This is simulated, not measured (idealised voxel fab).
process module | voxel self aligned vias
cross-section cut | 275 nm wide | cells 5 nm
A cross-section is a grid of square cells, given in bands from the top down. A band is one or more rows of cells.
Each band's line starts with the height of the band's top and of its bottom, in nm. Then come its materials from left to right, each with its width in nm. One material with "throughout" fills the band from edge to edge. "air" is empty space.
Height 0 is the level under which the wafer as received is all one material. The lowest band goes on downwards, as in "0 down".
A width such as "30 to 40" changes by the same amount from each row of cells to the next, from the band's top row to its bottom row.
"no change" after a step means that no cell of the cross-section changed.
closed voids: empty space of 8 cells or more with no open way to the top, each as width x height at its distance from the left edge, in nm
after a step's settings: what the simulator itself notes on the step
overlay nm, on a step with a mask: how far to the right of its planned place the mask lay; to the left if negative
plan
1 op RECEIVE | material Si
2 op CONFORMAL_DEP | material SiO2 | thk nm 15
3 op CONFORMAL_DEP | material SiCN | thk nm 5
4 op DIRECTIONAL_DEP | material SiO2 | thk nm 25
5 op PATTERN | tone open | mask id LINES | material resist | width nm 25 | pitch nm 75 | thk nm 15 | overlay nm 0
6 op DIRECTIONAL_ETCH | etch materials SiO2 | depth nm 25
7 op STRIP | etch materials resist
8 op CONFORMAL_DEP | material TiN | thk nm 5
9 op FILL_DEP | material Ru | thk nm 10
10 op CMP | height nm 45
11 op SELECTIVE_ETCH | etch materials W Ru TiN | depth nm 10
12 op FILL_DEP | material SiN | thk nm 5
13 op CMP | height nm 45
14 op DIRECTIONAL_DEP | material SiO2 | thk nm 15
15 op PATTERN | tone open | mask id VIAS | material resist | width nm 45 | pitch nm 150 | thk nm 20 | overlay nm 0
16 op DIRECTIONAL_ETCH | etch materials SiO2 | depth nm 15
17 op DIRECTIONAL_ETCH | etch materials SiN | depth nm 10
18 op STRIP | etch materials resist
19 op CONFORMAL_DEP | material TiN | thk nm 5
20 op FILL_DEP | material W | thk nm 5
21 op CMP | height nm 60
22 op CONFORMAL_DEP | material SiN | thk nm 5
as received, after step 1
  0 down: Si throughout
  closed voids: none
a wafer at the end: this start, this plan, one mistake
  65 to 60: SiN throughout
  60 to 45: Ru throughout
  45 to 35: SiO2 50 | SiN 25 | SiO2 50 | SiN 25 | SiO2 50 | SiN 25 | SiO2 50
  35 to 25: SiO2 50 | TiN 5 | Ru 15 | TiN 5 | SiO2 50 | TiN 5 | Ru 15 | TiN 5 | SiO2 50 | TiN 5 | Ru 15 | TiN 5 | SiO2 50
  25 to 20: SiO2 50 | TiN 25 | SiO2 50 | TiN 25 | SiO2 50 | TiN 25 | SiO2 50
  20 to 15: SiCN throughout
  15 to 0: SiO2 throughout
  0 down: Si throughout
  closed voids: none
what went wrong: step 14 ran as: op DIRECTIONAL_DEP | material Ru | thk nm 15
